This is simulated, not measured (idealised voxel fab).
Module name: voxel double patterning (process module)
Pictured: cross-section cut, 255 nm wide, on a grid of 5 nm square cells.
Cross-section, as written here: a square-cell grid given band by band from the top down, where a band holds one or more rows of cells. Basically the band line says how high the top is and how high the bottom is, in nm, and then what's in it from left to right, every material with its width in nm. Empty space shows up as "blank", and if a single material carries "all across" it runs the full band edge to edge. Below 0: as-received wafer, all one material; heights counted from there. Lowest band: no bottom, goes on down, written "0 nm and below". A two-number width, for instance "30..40", indicates that the width is equal to the first number in the top row of the band and to the second number in the bottom row, and that it changes by a constant amount per row of cells. Any step labelled "nothing changed" changed none of the cells in the cross-section. The label "Enclosed void listing" introduces a list of the empty spaces, 8 cells or larger, that have no open way up to the top; each entry in it reads width x height at distance, where the distance is taken from the left edge and all three are stated in nm. That trailing text on a step's line, after the settings, is the simulator's own remark on the step. overlay nm: mask right of planned place by this much (step with mask). Neg. = left.

Here's what the planned process steps look like:
1: RECEIVE (material Si)
2: CONFORMAL_DEP (material SiN; thk nm 5)
3: DIRECTIONAL_DEP (material SiO2; thk nm 10)
4: DIRECTIONAL_DEP (material SiCN; thk nm 10)
5: MASKED_ETCH (tone open; mask id FIRST; width nm 15; pitch nm 50; etch materials SiCN; depth nm 10; overlay nm 0)
6: DIRECTIONAL_DEP (material aC; thk nm 10)
7: PATTERN (tone open; mask id SECOND; material resist; width nm 15; pitch nm 50; thk nm 25; overlay nm 0)
8: DIRECTIONAL_ETCH (etch materials aC; depth nm 10)
9: STRIP (etch materials resist)
10: DIRECTIONAL_ETCH (etch materials SiCN; depth nm 10)
11: STRIP (etch materials aC)
12: DIRECTIONAL_ETCH (etch materials SiO2; depth nm 10)
13: STRIP (etch materials SiCN)

What follows covers the first of two wafers; it ran as planned:

Wafer at receipt (post step 1), cross-section:
  0 nm and below: Si all across
  Enclosed void listing: none

Presented here is a cross-section of the wafer after step 2 has been performed:
  5 nm to 0 nm: SiN all across
  At heights below 0, the structure remains unaltered.

Presented here is a cross-section of the wafer after step 3 has been performed:
  15 nm to 5 nm: SiO2 all across
  At heights below 5, the structure remains unaltered.

Presented here is a cross-section of the wafer after step 4 has been performed:
  25 nm to 15 nm: SiCN all across
  At heights below 15, the structure remains unaltered.

Presented here is a cross-section of the wafer after step 5 has been performed:
  25 nm to 15 nm: SiCN (70)  blank (15)  SiCN (35)  blank (15)  SiCN (35)  blank (15)  SiCN (70)
  At heights below 15, the structure remains unaltered.

Presented here is a cross-section of the wafer after step 6 has been performed:
  35 nm to 25 nm: aC (70)  blank (15)  aC (35)  blank (15)  aC (35)  blank (15)  aC (70)
  25 nm to 15 nm: SiCN (70)  aC (15)  SiCN (35)  aC (15)  SiCN (35)  aC (15)  SiCN (70)
  At heights below 15, the structure remains unaltered.

Presented here is a cross-section of the wafer after step 7 has been performed:
  60 nm to 35 nm: resist (95)  blank (15)  resist (35)  blank (15)  resist (95)
  35 nm to 25 nm: aC (70)  resist (15)  aC (35)  resist (15)  aC (35)  resist (15)  aC (70)
  At heights below 25, the structure remains unaltered.

Presented here is a cross-section of the wafer after step 8 has been performed:
  50 nm to 35 nm: resist (95)  blank (15)  resist (35)  blank (15)  resist (95)
  35 nm to 25 nm: aC (70)  resist (15)  aC (10)  blank (15)  aC (10)  resist (15)  aC (10)  blank (15)  aC (10)  resist (15)  aC (70)
  At heights below 25, the structure remains unaltered.

Presented here is a cross-section of the wafer after step 9 has been performed:
  35 nm to 25 nm: aC (70)  blank (15)  aC (10)  blank (15)  aC (10)  blank (15)  aC (10)  blank (15)  aC (10)  blank (15)  aC (70)
  At heights below 25, the structure remains unaltered.

Presented here is a cross-section of the wafer after step 10 has been performed:
  35 nm to 25 nm: aC (70)  blank (15)  aC (10)  blank (15)  aC (10)  blank (15)  aC (10)  blank (15)  aC (10)  blank (15)  aC (70)
  25 nm to 15 nm: SiCN (70)  aC (15)  SiCN (10)  blank (15)  SiCN (10)  aC (15)  SiCN (10)  blank (15)  SiCN (10)  aC (15)  SiCN (70)
  At heights below 15, the structure remains unaltered.

Presented here is a cross-section of the wafer after step 11 has been performed:
  25 nm to 15 nm: SiCN (70)  blank (15)  SiCN (10)  blank (15)  SiCN (10)  blank (15)  SiCN (10)  blank (15)  SiCN (10)  blank (15)  SiCN (70)
  At heights below 15, the structure remains unaltered.

Presented here is a cross-section of the wafer after step 12 has been performed:
  25 nm to 15 nm: SiCN (70)  blank (15)  SiCN (10)  blank (15)  SiCN (10)  blank (15)  SiCN (10)  blank (15)  SiCN (10)  blank (15)  SiCN (70)
  15 nm to 5 nm: SiO2 (70)  blank (15)  SiO2 (10)  blank (15)  SiO2 (10)  blank (15)  SiO2 (10)  blank (15)  SiO2 (10)  blank (15)  SiO2 (70)
  At heights below 5, the structure remains unaltered.

Presented here is a cross-section of the wafer after step 13 has been performed:
  15 nm to 5 nm: SiO2 (70)  blank (15)  SiO2 (10)  blank (15)  SiO2 (10)  blank (15)  SiO2 (10)  blank (15)  SiO2 (10)  blank (15)  SiO2 (70)
  At heights below 5, the structure remains unaltered.

Wafer two. Same start, same plan, one slip in execution. Same as wafer one through step 1, inclusive:

Second wafer, cut view, end of step 2 per plan:
  5 nm to 0 nm: SiO2 all across
  At heights below 0, the structure remains unaltered.

Second wafer, cut view, end of step 3 per plan:
  15 nm to 0 nm: SiO2 all across
  At heights below 0, the structure remains unaltered.

Second wafer, cut view, end of step 4 per plan:
  25 nm to 15 nm: SiCN all across
  At heights below 15, the structure remains unaltered.

Second wafer, cut view, end of step 5 per plan:
  25 nm to 15 nm: SiCN (70)  blank (15)  SiCN (35)  blank (15)  SiCN (35)  blank (15)  SiCN (70)
  At heights below 15, the structure remains unaltered.

Second wafer, cut view, end of step 6 per plan:
  35 nm to 25 nm: aC (70)  blank (15)  aC (35)  blank (15)  aC (35)  blank (15)  aC (70)
  25 nm to 15 nm: SiCN (70)  aC (15)  SiCN (35)  aC (15)  SiCN (35)  aC (15)  SiCN (70)
  At heights below 15, the structure remains unaltered.

Second wafer, cut view, end of step 7 per plan:
  60 nm to 35 nm: resist (95)  blank (15)  resist (35)  blank (15)  resist (95)
  35 nm to 25 nm: aC (70)  resist (15)  aC (35)  resist (15)  aC (35)  resist (15)  aC (70)
  At heights below 25, the structure remains unaltered.

Second wafer, cut view, end of step 8 per plan:
  50 nm to 35 nm: resist (95)  blank (15)  resist (35)  blank (15)  resist (95)
  35 nm to 25 nm: aC (70)  resist (15)  aC (10)  blank (15)  aC (10)  resist (15)  aC (10)  blank (15)  aC (10)  resist (15)  aC (70)
  At heights below 25, the structure remains unaltered.

Second wafer, cut view, end of step 9 per plan:
  35 nm to 25 nm: aC (70)  blank (15)  aC (10)  blank (15)  aC (10)  blank (15)  aC (10)  blank (15)  aC (10)  blank (15)  aC (70)
  At heights below 25, the structure remains unaltered.

Second wafer, cut view, end of step 10 per plan:
  35 nm to 25 nm: aC (70)  blank (15)  aC (10)  blank (15)  aC (10)  blank (15)  aC (10)  blank (15)  aC (10)  blank (15)  aC (70)
  25 nm to 15 nm: SiCN (70)  aC (15)  SiCN (10)  blank (15)  SiCN (10)  aC (15)  SiCN (10)  blank (15)  SiCN (10)  aC (15)  SiCN (70)
  At heights below 15, the structure remains unaltered.

Second wafer, cut view, end of step 11 per plan:
  25 nm to 15 nm: SiCN (70)  blank (15)  SiCN (10)  blank (15)  SiCN (10)  blank (15)  SiCN (10)  blank (15)  SiCN (10)  blank (15)  SiCN (70)
  At heights below 15, the structure remains unaltered.

Second wafer, cut view, end of step 12 per plan:
  25 nm to 15 nm: SiCN (70)  blank (15)  SiCN (10)  blank (15)  SiCN (10)  blank (15)  SiCN (10)  blank (15)  SiCN (10)  blank (15)  SiCN (70)
  15 nm to 5 nm: SiO2 (70)  blank (15)  SiO2 (10)  blank (15)  SiO2 (10)  blank (15)  SiO2 (10)  blank (15)  SiO2 (10)  blank (15)  SiO2 (70)
  At heights below 5, the structure remains unaltered.

Second wafer, cut view, end of step 13 per plan:
  15 nm to 5 nm: SiO2 (70)  blank (15)  SiO2 (10)  blank (15)  SiO2 (10)  blank (15)  SiO2 (10)  blank (15)  SiO2 (10)  blank (15)  SiO2 (70)
  At heights below 5, the structure remains unaltered.
What went wrong in running the wafer? rather than as planned, step 2 actually ran as CONFORMAL_DEP (material SiO2; thk nm 5)
Bottom line after processing is that, in cells, the second wafer is up or down on some materials versus the first: -51 SiN | +51 SiO2
